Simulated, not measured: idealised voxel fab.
process module | voxel ribs on slabs
cross-section cut | 260 nm wide | cells 5 nm
A cross-section is a grid of square cells, given in bands from the top down. A band is one or more rows of cells.
Each band's line starts with the height of the band's top and of its bottom, in nm. Then come its materials from left to right, each with its width in nm. One material with "throughout" fills the band from edge to edge. "air" is empty space.
Height 0 is the level under which the wafer as received is all one material. The lowest band goes on downwards, as in "0 down".
A width such as "30 to 40" changes by the same amount from each row of cells to the next, from the band's top row to its bottom row.
"no change" after a step means that no cell of the cross-section changed.
closed voids: empty space of 8 cells or more with no open way to the top, each as width x height at its distance from the left edge, in nm
after a step's settings: what the simulator itself notes on the step
overlay nm, on a step with a mask: how far to the right of its planned place the mask lay; to the left if negative
plan
1 op RECEIVE | material Si
2 op DIRECTIONAL_DEP | material SiO2 | thk nm 30
3 op DIRECTIONAL_DEP | material SiN | thk nm 20
4 op DIRECTIONAL_DEP | material aC | thk nm 10
5 op PATTERN | tone cover | mask id RIB | material resist | width nm 20 | thk nm 25 | overlay nm 0
6 op DIRECTIONAL_ETCH | etch materials aC | depth nm 10
7 op STRIP | etch materials resist
8 op DIRECTIONAL_ETCH | etch materials SiN | depth nm 5
9 op STRIP | etch materials aC
10 op PATTERN | tone cover | mask id SLAB | material resist | width nm 70 | thk nm 15 | overlay nm 0
11 op DIRECTIONAL_ETCH | etch materials SiN | depth nm 15
12 op STRIP | etch materials resist
13 op FILL_DEP | material SiO2 | thk nm 30
14 op CMP | height nm 70
15 op DIRECTIONAL_DEP | material TiN | thk nm 5
16 op MASKED_ETCH | tone cover | mask id HEATER | width nm 30 | etch materials TiN | depth nm 5 | overlay nm 0
17 op CONFORMAL_DEP | material SiO2 | thk nm 5
as received, after step 1
  0 down: Si throughout
  closed voids: none
a wafer at the end: this start, this plan, one mistake
  75 to 70: air 115 | TiN 30 | air 115
  70 to 50: SiO2 throughout
  50 to 45: SiO2 120 | SiN 20 | SiO2 120
  45 to 30: SiO2 95 | SiN 70 | SiO2 95
  30 to 0: SiO2 throughout
  0 down: Si throughout
  closed voids: none
what went wrong: step 17 was left out
